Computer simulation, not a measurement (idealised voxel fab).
Process module name: voxel trench capacitor
Each square cell in cross-section cut measures 5 nm, and the section as a whole is 260 nm wide.
This document writes a cross-section as a grid whose cells are square, and gives it as bands, listed from the top down; one or more rows of cells form a band. Heads up on the band format: heights come first, top then bottom, in nm. After that it's the materials left to right, each with its width in nm. A single material flagged "edge to edge" fills the whole band edge to edge, and "blank" means there's empty space there. Note: height 0 marks the level under which the wafer is uniformly one material as received. Lowest band unbounded below, written "0 nm and below". It should be noted that a width expressed as "30..40" varies in equal increments from row to row of cells within the band, taking the value of the first number at the top row and that of the second number at the bottom row. Any step labelled "everything unchanged" changed none of the cells in the cross-section. "Enclosed void list" lists enclosed empty spaces (at least 8 cells, no open path upward to the top), each as width x height at distance from the left edge, in nm. Read whatever lies past the settings on a step's line as the simulator's own remark about the step. "overlay nm" denotes, for a step that has a mask, the displacement of the mask to the right of its planned place, with negative values corresponding to the left.
[Process steps (planned)]
1) RECEIVE,material Si
2) CONFORMAL_DEP,material SiN,thk nm 5
3) MASKED_ETCH,tone open,mask id TRENCH,width nm 30,pitch nm 45,etch materials SiN,depth nm 5,overlay nm 0
4) MASKED_ETCH,tone open,mask id TRENCH,width nm 30,pitch nm 45,etch materials Si,depth nm 40,overlay nm 0
5) CONFORMAL_DEP,material Al2O3,thk nm 5
6) CONFORMAL_DEP,material TiN,thk nm 5
7) FILL_DEP,material W,thk nm 5
8) CMP,height nm 5
[Delivered wafer in cross-section: state after step 1]
0 nm and below | Si edge to edge
Enclosed void list: none
[Cross-sectional result after module completion. Note: starting condition and plan are unchanged from above; one processing mistake was made]
5 nm to 0 nm | 75 Al2O3 / 5 TiN / 10 W / 5 TiN / 25 Al2O3 / 5 TiN / 10 W / 5 TiN / 25 Al2O3 / 5 TiN / 10 W / 5 TiN / 75 Al2O3
0 nm to -30 nm | 70 Si / 5 Al2O3 / 5 TiN / 10 W / 5 TiN / 5 Al2O3 / 15 Si / 5 Al2O3 / 5 TiN / 10 W / 5 TiN / 5 Al2O3 / 15 Si / 5 Al2O3 / 5 TiN / 10 W / 5 TiN / 5 Al2O3 / 70 Si
-30 nm to -35 nm | 70 Si / 5 Al2O3 / 20 TiN / 5 Al2O3 / 15 Si / 5 Al2O3 / 20 TiN / 5 Al2O3 / 15 Si / 5 Al2O3 / 20 TiN / 5 Al2O3 / 70 Si
-35 nm to -40 nm | 70 Si / 30 Al2O3 / 15 Si / 30 Al2O3 / 15 Si / 30 Al2O3 / 70 Si
-40 nm and below | Si edge to edge
Enclosed void list: none
What was the processing mistake? step 2 of the plan did not run at all; it was left out
